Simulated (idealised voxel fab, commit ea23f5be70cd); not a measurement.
The process module that follows is named voxel quadruple lines.
We display cut, a cross-section 230 nm in width whose square cells are each 5 nm.
Bands, listed from the top down, are how a cross-section gets written in this document; the cross-section itself is a grid of square cells, and a band is one or more rows of them. Read a band's entry like this: the first values are the height of its top and the height of its bottom in nm, and what follows is the sequence of materials from left to right, each with its width in nm. Note that "empty" is empty space, and that a single material marked "throughout" reaches across the band from edge to edge. Where do heights start? At 0: under that level the wafer as delivered is made of one material only. And the lowest band has no floor; it just carries on downward, as in "0..down". With a width like "30..40", each row of cells in the band differs from the next by the same amount, the top row carrying the first number and the bottom row the second. "changes: none" -> step changed no cross-section cell. Enclosed voids (no open way to top), threshold 8 cells or more, entry "Closed internal cavities", notation width x height at distance, distance from left edge, nm. If you see something after the settings on a step's line, that's the simulator's own remark about that step. "overlay nm", when on a step's line for a step with a mask, measures how far to the right of its planned place the mask lay; a negative measure means to the left.
### Planned process steps
1: RECEIVE (material Si)
2: CONFORMAL_DEP (material Al2O3; thk nm 5)
3: DIRECTIONAL_DEP (material W; thk nm 15)
4: DIRECTIONAL_DEP (material polySi; thk nm 20)
5: DIRECTIONAL_DEP (material aC; thk nm 20)
6: PATTERN (tone cover; mask id MANDREL; material resist; width nm 35; pitch nm 100; thk nm 30; overlay nm 0)
7: DIRECTIONAL_ETCH (etch materials aC; depth nm 20)
8: STRIP (etch materials resist)
9: CONFORMAL_DEP (material SiO2; thk nm 15)
10: DIRECTIONAL_ETCH (etch materials SiO2; depth nm 15)
11: STRIP (etch materials aC)
12: DIRECTIONAL_ETCH (etch materials polySi; depth nm 20)
13: STRIP (etch materials SiO2)
14: CONFORMAL_DEP (material SiCN; thk nm 10)
15: DIRECTIONAL_ETCH (etch materials SiCN; depth nm 10)
16: STRIP (etch materials polySi)
17: DIRECTIONAL_ETCH (etch materials W; depth nm 15)
18: STRIP (etch materials SiCN)
19: FILL_DEP (material lowk; thk nm 5)
20: CMP (height nm 25)
Keep in mind the plan's value for the thk nm of step 2 comes from the first wafer; the wafers don't share that setting, but they do share the same starting point.
### Cross-section of the first of several received wafers, showing its state after step 1
  0..down: Si throughout
  Closed internal cavities: none
### Here's the first of several wafers in cross-section, end of the module, after the last step, step 20
  25..20: lowk throughout
  20..5: lowk (20), then W (10), then lowk (15), then W (10), then lowk (15), then W (10), then lowk (15), then W (10), then lowk (15), then W (10), then lowk (15), then W (10), then lowk (15), then W (10), then lowk (15), then W (10), then lowk (25)
  5..0: Al2O3 throughout
  0..down: Si throughout
  Closed internal cavities: none
### Wafer cross-section (last wafer, module end)
  25..0: Al2O3 throughout
  0..down: Si throughout
  Closed internal cavities: none
### So in this table every wafer gets its own row, and what you see is where it stands at the end of the module: for each material, how many cells it picked up (+) or gave up (-) since we received it, and after that its closed voids
thk nm 5 | +46 Al2O3 | +48 W | +136 lowk | Closed internal cavities: none
thk nm 10 | +92 Al2O3 | +48 W | +90 lowk | Closed internal cavities: none
thk nm 15 | +138 Al2O3 | +32 W | +60 lowk | Closed internal cavities: none
thk nm 20 | +184 Al2O3 | +16 W | +30 lowk | Closed internal cavities: none
thk nm 25 | +230 Al2O3 | Closed internal cavities: none
